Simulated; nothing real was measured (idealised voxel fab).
Title: Process Module voxel self aligned contacts
The figure presents cross-section cut, which has a width of 220 nm and is divided into square cells with an edge length of 5 nm.
Cross-section format: a grid of square cells, given as bands from top to bottom; each band is one or more rows of cells.
The entry gives the band's vertical extent as a top height and a bottom height in nm, then its horizontal make-up as materials from left to right, each with a width in nm. "air" stands for empty space; a single material marked "all across" fills the band edge to edge.
Where do heights start? At 0: under that level the wafer as delivered is made of one material only. And the lowest band has no floor; it just carries on downward, as in "0 -> down".
Width "30..40": first value at the band's top row of cells, second value at its bottom row, equal change from row to row.
Where a step carries "nothing different", the cross-section came out of it unchanged, cell for cell.
Closed-off voids of 8+ cells (no open route to the top) go in "Tabulated closed voids", written width x height at distance from the left edge, in nm.
That trailing text on a step's line, after the settings, is the simulator's own remark on the step.
overlay nm: how far to the right of its planned place the mask lay on this masked step (negative: to the left).
# Here's what the planned process steps look like
1. op RECEIVE | material Si
2. op CONFORMAL_DEP | material SiO2 | thk nm 5
3. op DIRECTIONAL_DEP | material polySi | thk nm 25
4. op DIRECTIONAL_DEP | material SiN | thk nm 15
5. op MASKED_ETCH | tone cover | mask id GATE | width nm 35 | pitch nm 70 | etch materials SiN | depth nm 15 | overlay nm 0
6. op MASKED_ETCH | tone cover | mask id GATE | width nm 35 | pitch nm 70 | etch materials polySi | depth nm 25 | overlay nm 0
7. op CONFORMAL_DEP | material SiN | thk nm 5
8. op DIRECTIONAL_ETCH | etch materials SiN | depth nm 5
9. op FILL_DEP | material SiO2 | thk nm 10
10. op CMP | height nm 50
11. op PATTERN | tone open | mask id CONTACT | material resist | width nm 45 | thk nm 15 | overlay nm 0
12. op DIRECTIONAL_ETCH | etch materials SiO2 | depth nm 50
13. op STRIP | etch materials resist
14. op CONFORMAL_DEP | material TiN | thk nm 5
15. op FILL_DEP | material Ru | thk nm 10
16. op CMP | height nm 50
17. op CONFORMAL_DEP | material SiN | thk nm 5
# Wafer at receipt (post step 1), cross-section
> 0 -> down: Si all across
> Tabulated closed voids: none
# The module was run from the start shown above using the plan shown above, but one mistake was made doing it; the resulting wafer cross-section is below
> 55 -> 50: SiN all across
> 50 -> 30: SiO2 (40)  SiN (65)  TiN (5)  SiN (65)  SiO2 (45)
> 30 -> 15: SiO2 (40)  SiN (15)  polySi (35)  SiN (15)  TiN (5)  SiN (15)  polySi (35)  SiN (15)  SiO2 (45)
> 15 -> 5: SiN (55)  polySi (35)  SiN (35)  polySi (35)  SiN (60)
> 5 -> 0: SiO2 all across
> 0 -> down: Si all across
> Tabulated closed voids: none
Nonconformance to the process plan: step 7 was not run as planned; what actually ran was op CONFORMAL_DEP | material SiN | thk nm 15
